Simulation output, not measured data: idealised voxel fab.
process module | voxel self aligned vias
cross-section cut | 275 nm wide | cells 5 nm
A cross-section is a grid of square cells, given in bands from the top down. A band is one or more rows of cells.
Each band's line starts with the height of the band's top and of its bottom, in nm. Then come its materials from left to right, each with its width in nm. One material with "throughout" fills the band from edge to edge. "air" is empty space.
Height 0 is the level under which the wafer as received is all one material. The lowest band goes on downwards, as in "0 down".
A width such as "30 to 40" changes by the same amount from each row of cells to the next, from the band's top row to its bottom row.
"no change" after a step means that no cell of the cross-section changed.
closed voids: empty space of 8 cells or more with no open way to the top, each as width x height at its distance from the left edge, in nm
after a step's settings: what the simulator itself notes on the step
overlay nm, on a step with a mask: how far to the right of its planned place the mask lay; to the left if negative
plan
1 op RECEIVE | material Si
2 op CONFORMAL_DEP | material SiO2 | thk nm 15
3 op CONFORMAL_DEP | material SiCN | thk nm 5
4 op DIRECTIONAL_DEP | material SiO2 | thk nm 30
5 op DIRECTIONAL_DEP | material aC | thk nm 15
6 op PATTERN | tone open | mask id LINES | material resist | width nm 20 | pitch nm 65 | thk nm 35 | overlay nm 0
7 op DIRECTIONAL_ETCH | etch materials aC | depth nm 15
8 op STRIP | etch materials resist
9 op DIRECTIONAL_ETCH | etch materials SiO2 | depth nm 30
10 op STRIP | etch materials aC
11 op CONFORMAL_DEP | material TiN | thk nm 5
12 op FILL_DEP | material W | thk nm 5
13 op CMP | height nm 50
14 op SELECTIVE_ETCH | etch materials W Ru TiN | depth nm 5
15 op FILL_DEP | material SiN | thk nm 10
16 op CMP | height nm 50
17 op DIRECTIONAL_DEP | material SiO2 | thk nm 15
18 op DIRECTIONAL_DEP | material aC | thk nm 15
19 op PATTERN | tone open | mask id VIAS | material resist | width nm 40 | pitch nm 130 | thk nm 35 | overlay nm 0
20 op DIRECTIONAL_ETCH | etch materials aC | depth nm 15
21 op STRIP | etch materials resist
22 op DIRECTIONAL_ETCH | etch materials SiO2 | depth nm 15
23 op DIRECTIONAL_ETCH | etch materials SiN | depth nm 5
24 op STRIP | etch materials aC
25 op CONFORMAL_DEP | material TiN | thk nm 5
26 op FILL_DEP | material Cu | thk nm 5
27 op CMP | height nm 65
28 op CONFORMAL_DEP | material SiCN | thk nm 5
as received, after step 1
  0 down: Si throughout
  closed voids: none
a wafer at the end: this start, this plan, one mistake
  70 to 65: SiCN throughout
  65 to 55: SiO2 45 | TiN 5 | Cu 30 | TiN 5 | SiO2 90 | TiN 5 | Cu 30 | TiN 5 | SiO2 60
  55 to 50: SiO2 45 | TiN 20 | Cu 10 | TiN 10 | SiO2 90 | TiN 20 | Cu 10 | TiN 10 | SiO2 60
  50 to 45: SiO2 60 | TiN 20 | SiO2 45 | SiN 20 | SiO2 45 | TiN 20 | SiO2 65
  45 to 25: SiO2 60 | TiN 5 | W 10 | TiN 5 | SiO2 45 | TiN 5 | W 10 | TiN 5 | SiO2 45 | TiN 5 | W 10 | TiN 5 | SiO2 65
  25 to 20: SiO2 60 | TiN 20 | SiO2 45 | TiN 20 | SiO2 45 | TiN 20 | SiO2 65
  20 to 15: SiCN throughout
  15 to 0: SiO2 throughout
  0 down: Si throughout
  closed voids: none
what went wrong: step 19 ran as: op PATTERN | tone open | mask id VIAS | material resist | width nm 40 | pitch nm 130 | thk nm 35 | overlay nm -5
